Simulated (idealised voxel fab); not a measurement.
Name of the process module below: voxel wiring stack
Section cut is 140 nm wide and gridded with 5 nm square cells.
Bands, listed from the top down, are how a cross-section gets written in this document; the cross-section itself is a grid of square cells, and a band is one or more rows of them.
Each band's line starts with the height of the band's top and of its bottom, in nm. Then come its materials from left to right, each with its width in nm. One material with "edge to edge" fills the band from edge to edge. "air" is empty space.
Note: height 0 marks the level under which the wafer is uniformly one material as received. Lowest band unbounded below, written "0 down".
Think of "30..40" as a width that walks from the first number to the second as you go down the band, top row to bottom row, taking equal-sized steps from row to row.
Any step labelled "left unchanged" changed none of the cells in the cross-section.
Voids not open to the top, 8 cells minimum: see "Trapped voids". Written width x height at distance; distance is from the left edge; nm.
If you see something after the settings on a step's line, that's the simulator's own remark about that step.
overlay nm: how far to the right of its planned place the mask lay on this masked step (negative: to the left).

-- The steps planned for the process are as follows
1) op RECEIVE | material Si
2) op CONFORMAL_DEP | material SiO2 | thk nm 15
3) op DIRECTIONAL_DEP | material TiN | thk nm 5
4) op DIRECTIONAL_DEP | material Ru | thk nm 25
5) op MASKED_ETCH | tone cover | mask id METAL_1 | width nm 25 | pitch nm 40 | etch materials Ru | depth nm 25 | overlay nm 0
6) op MASKED_ETCH | tone cover | mask id METAL_1 | width nm 25 | pitch nm 40 | etch materials TiN | depth nm 5 | overlay nm 0
7) op FILL_DEP | material lowk | thk nm 5
8) op CMP | height nm 45
9) op CONFORMAL_DEP | material SiCN | thk nm 5
10) op DIRECTIONAL_DEP | material lowk | thk nm 20
11) op MASKED_ETCH | tone open | mask id PLUG_1 | width nm 15 | pitch nm 80 | etch materials lowk | depth nm 20 | overlay nm 0
12) op MASKED_ETCH | tone open | mask id PLUG_1 | width nm 15 | pitch nm 80 | etch materials SiCN | depth nm 5 | overlay nm 0
13) op EPI | material Ru | thk nm 10
14) op EPI | material Ru | thk nm 10
15) op EPI | material Ru | thk nm 5
16) op CONFORMAL_DEP | material SiCN | thk nm 5
17) op DIRECTIONAL_DEP | material SiO2 | thk nm 25
18) op MASKED_ETCH | tone open | mask id METAL_2 | width nm 25 | pitch nm 40 | etch materials SiO2 | depth nm 25 | overlay nm 0
19) op MASKED_ETCH | tone open | mask id METAL_2 | width nm 25 | pitch nm 40 | etch materials SiCN | depth nm 5 | overlay nm 0
20) op CONFORMAL_DEP | material TiN | thk nm 5
21) op FILL_DEP | material Cu | thk nm 5
22) op CMP | height nm 100
23) op EPI | material Ru | thk nm 5
24) op FILL_DEP | material SiCN | thk nm 5

-- The cross-section here shows the wafer as received, i.e. in its state after step 1
  0 down = Si edge to edge
  Trapped voids: none

-- First of two wafers, end-of-module section, run followed plan
  110 to 105 = SiCN edge to edge
  105 to 100 = 10 SiCN, then 35 Ru, then 5 SiCN, then 35 Ru, then 5 SiCN, then 35 Ru, then 15 SiCN
  100 to 75 = 15 SiO2, then 5 TiN, then 15 Cu, then 5 TiN, then 15 SiO2, then 5 TiN, then 15 Cu, then 5 TiN, then 15 SiO2, then 5 TiN, then 15 Cu, then 5 TiN, then 20 SiO2
  75 to 70 = 15 SiCN, then 25 TiN, then 15 SiCN, then 25 TiN, then 15 SiCN, then 25 TiN, then 20 SiCN
  70 to 50 = 15 lowk, then 15 Ru, then 65 lowk, then 15 Ru, then 30 lowk
  50 to 45 = 15 SiCN, then 15 Ru, then 65 SiCN, then 15 Ru, then 30 SiCN
  45 to 20 = 15 lowk, then 25 Ru, then 15 lowk, then 25 Ru, then 15 lowk, then 25 Ru, then 20 lowk
  20 to 15 = 15 lowk, then 25 TiN, then 15 lowk, then 25 TiN, then 15 lowk, then 25 TiN, then 20 lowk
  15 to 0 = SiO2 edge to edge
  0 down = Si edge to edge
  Trapped voids: none

-- Cross-section, second wafer: same start as the first, same plan as the first, one mistake in running it; taken at the end of the module
  110 to 105 = SiCN edge to edge
  105 to 100 = 10 SiCN, then 35 Ru, then 5 SiCN, then 35 Ru, then 5 SiCN, then 35 Ru, then 15 SiCN
  100 to 75 = 15 SiO2, then 5 TiN, then 15 Cu, then 5 TiN, then 15 SiO2, then 5 TiN, then 15 Cu, then 5 TiN, then 15 SiO2, then 5 TiN, then 15 Cu, then 5 TiN, then 20 SiO2
  75 to 70 = 15 SiCN, then 25 TiN, then 15 SiCN, then 25 TiN, then 15 SiCN, then 25 TiN, then 20 SiCN
  70 to 50 = 15 lowk, then 15 Ru, then 65 lowk, then 15 Ru, then 30 lowk
  50 to 45 = 15 SiCN, then 15 Ru, then 65 SiCN, then 15 Ru, then 30 SiCN
  45 to 35 = 15 lowk, then 25 Ru, then 15 lowk, then 25 Ru, then 15 lowk, then 25 Ru, then 20 lowk
  35 to 30 = 15 lowk, then 25 TiN, then 15 lowk, then 25 TiN, then 15 lowk, then 25 TiN, then 20 lowk
  30 to 0 = SiO2 edge to edge
  0 down = Si edge to edge
  Trapped voids: none
Diagnosis: step 2 in the plan was executed twice
at the end the second wafer has, in cells: 45 fewer of Ru | 84 more of SiO2 | 39 fewer of lowk
